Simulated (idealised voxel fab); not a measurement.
Presented below is a process module, voxel wiring stack.
Shown is cross-section cut, with a width of 190 nm and square cells of size 5 nm.
If you're reading a cross-section in this doc, picture square cells in a grid; it comes to you as bands, top ones listed first down to the bottom, and a band can be one or more rows of cells.
This entry defines a band. It first specifies the height of the band's top and the height of its bottom in nm, and then specifies the band's materials from left to right, stating each material with its width in nm. The word "edge to edge" identifies a single material that fills the band from edge to edge, while the word "empty" identifies empty space.
All heights in this document are referenced to 0, defined as the level beneath which the wafer, as received, consists entirely of one material. The lowest band is not bounded below; it extends indefinitely downward and is written in the form "z 0 and below".
Width: "30 to 40" (first number = top row, second number = bottom row, same change from row to row of cells).
Where a step carries "identical to before", the cross-section came out of it unchanged, cell for cell.
Heads up: "Enclosed void catalog" only lists the empty pockets with no open path to the top that are 8 cells or more, and it writes them as width x height at distance, distance from the left edge, in nm.
Where a step's line continues beyond its settings, the continuation is a remark by the simulator itself on that step.
On any step carrying a mask, the "overlay nm" setting, if present on the step's line, tells how far right of its planned place the mask lay; negative values point to the left.

The following list gives the planned process steps:
1,RECEIVE: material Si
2,CONFORMAL_DEP: material SiO2, thk nm 10
3,CONFORMAL_DEP: material SiCN, thk nm 5
4,DIRECTIONAL_DEP: material SiO2, thk nm 20
5,DIRECTIONAL_DEP: material aC, thk nm 10
6,PATTERN: tone open, mask id METAL_1, material resist, width nm 20, pitch nm 40, thk nm 30, overlay nm 0
7,DIRECTIONAL_ETCH: etch materials aC, depth nm 10
8,STRIP: etch materials resist
9,DIRECTIONAL_ETCH: etch materials SiO2, depth nm 20
10,DIRECTIONAL_ETCH: etch materials SiCN, depth nm 5
11,STRIP: etch materials aC
12,CONFORMAL_DEP: material TiN, thk nm 5
13,FILL_DEP: material Cu, thk nm 5
14,CMP: height nm 35
15,CONFORMAL_DEP: material SiCN, thk nm 5
16,DIRECTIONAL_DEP: material SiO2, thk nm 30
17,DIRECTIONAL_DEP: material aC, thk nm 10
18,PATTERN: tone open, mask id METAL_2, material resist, width nm 20, pitch nm 40, thk nm 30, overlay nm 0
19,DIRECTIONAL_ETCH: etch materials aC, depth nm 10
20,STRIP: etch materials resist
21,DIRECTIONAL_ETCH: etch materials SiO2, depth nm 15
22,STRIP: etch materials aC
23,PATTERN: tone open, mask id METAL_2_HOLES, material resist, width nm 15, pitch nm 80, thk nm 20, overlay nm 0
24,DIRECTIONAL_ETCH: etch materials SiO2, depth nm 15
25,DIRECTIONAL_ETCH: etch materials SiCN, depth nm 5
26,STRIP: etch materials resist
27,CONFORMAL_DEP: material TiN, thk nm 5
28,FILL_DEP: material Ru, thk nm 10
29,CMP: height nm 70
30,CONFORMAL_DEP: material SiN, thk nm 5

Cross-sectional view of the wafer in its as-received condition, corresponding to the state after step 1:
z 0 and below = Si edge to edge
Enclosed void catalog: none

First of two wafers, end-of-module section, run followed plan:
z 75 to 70 = SiN edge to edge
z 70 to 60 = 25 SiO2, 5 TiN, 10 Ru, 5 TiN, 20 SiO2, 5 TiN, 10 Ru, 5 TiN, 20 SiO2, 5 TiN, 10 Ru, 5 TiN, 20 SiO2, 5 TiN, 10 Ru, 5 TiN, 25 SiO2
z 60 to 55 = 25 SiO2, 5 TiN, 5 Ru, 10 TiN, 20 SiO2, 20 TiN, 20 SiO2, 5 TiN, 5 Ru, 10 TiN, 20 SiO2, 20 TiN, 25 SiO2
z 55 to 40 = 25 SiO2, 5 TiN, 5 Ru, 5 TiN, 65 SiO2, 5 TiN, 5 Ru, 5 TiN, 70 SiO2
z 40 to 35 = 25 SiCN, 15 TiN, 65 SiCN, 15 TiN, 70 SiCN
z 35 to 15 = 25 SiO2, 5 TiN, 10 Cu, 5 TiN, 20 SiO2, 5 TiN, 10 Cu, 5 TiN, 20 SiO2, 5 TiN, 10 Cu, 5 TiN, 20 SiO2, 5 TiN, 10 Cu, 5 TiN, 25 SiO2
z 15 to 10 = 25 SiCN, 20 TiN, 20 SiCN, 20 TiN, 20 SiCN, 20 TiN, 20 SiCN, 20 TiN, 25 SiCN
z 10 to 0 = SiO2 edge to edge
z 0 and below = Si edge to edge
Enclosed void catalog: none

Cross-section at end of module for the second wafer of two, which matched the first in starting point and plan and differed by one mistake in its processing:
z 75 to 70 = SiN edge to edge
z 70 to 60 = 20 SiO2, 5 TiN, 10 Ru, 5 TiN, 20 SiO2, 5 TiN, 10 Ru, 5 TiN, 20 SiO2, 5 TiN, 10 Ru, 5 TiN, 20 SiO2, 5 TiN, 10 Ru, 5 TiN, 30 SiO2
z 60 to 55 = 20 SiO2, 10 TiN, 5 Ru, 5 TiN, 20 SiO2, 20 TiN, 20 SiO2, 10 TiN, 5 Ru, 5 TiN, 20 SiO2, 20 TiN, 30 SiO2
z 55 to 40 = 25 SiO2, 5 TiN, 5 Ru, 5 TiN, 65 SiO2, 5 TiN, 5 Ru, 5 TiN, 70 SiO2
z 40 to 35 = 25 SiCN, 15 TiN, 65 SiCN, 15 TiN, 70 SiCN
z 35 to 15 = 25 SiO2, 5 TiN, 10 Cu, 5 TiN, 20 SiO2, 5 TiN, 10 Cu, 5 TiN, 20 SiO2, 5 TiN, 10 Cu, 5 TiN, 20 SiO2, 5 TiN, 10 Cu, 5 TiN, 25 SiO2
z 15 to 10 = 25 SiCN, 20 TiN, 20 SiCN, 20 TiN, 20 SiCN, 20 TiN, 20 SiCN, 20 TiN, 25 SiCN
z 10 to 0 = SiO2 edge to edge
z 0 and below = Si edge to edge
Enclosed void catalog: none
The plan and the run diverged here: step 18 ran differently from the plan; actual operation with settings: PATTERN: tone open, mask id METAL_2, material resist, width nm 20, pitch nm 40, thk nm 30, overlay nm -5
By the end, you'd get the same cell count for each material on either wafer, but the second wafer puts them somewhere else.
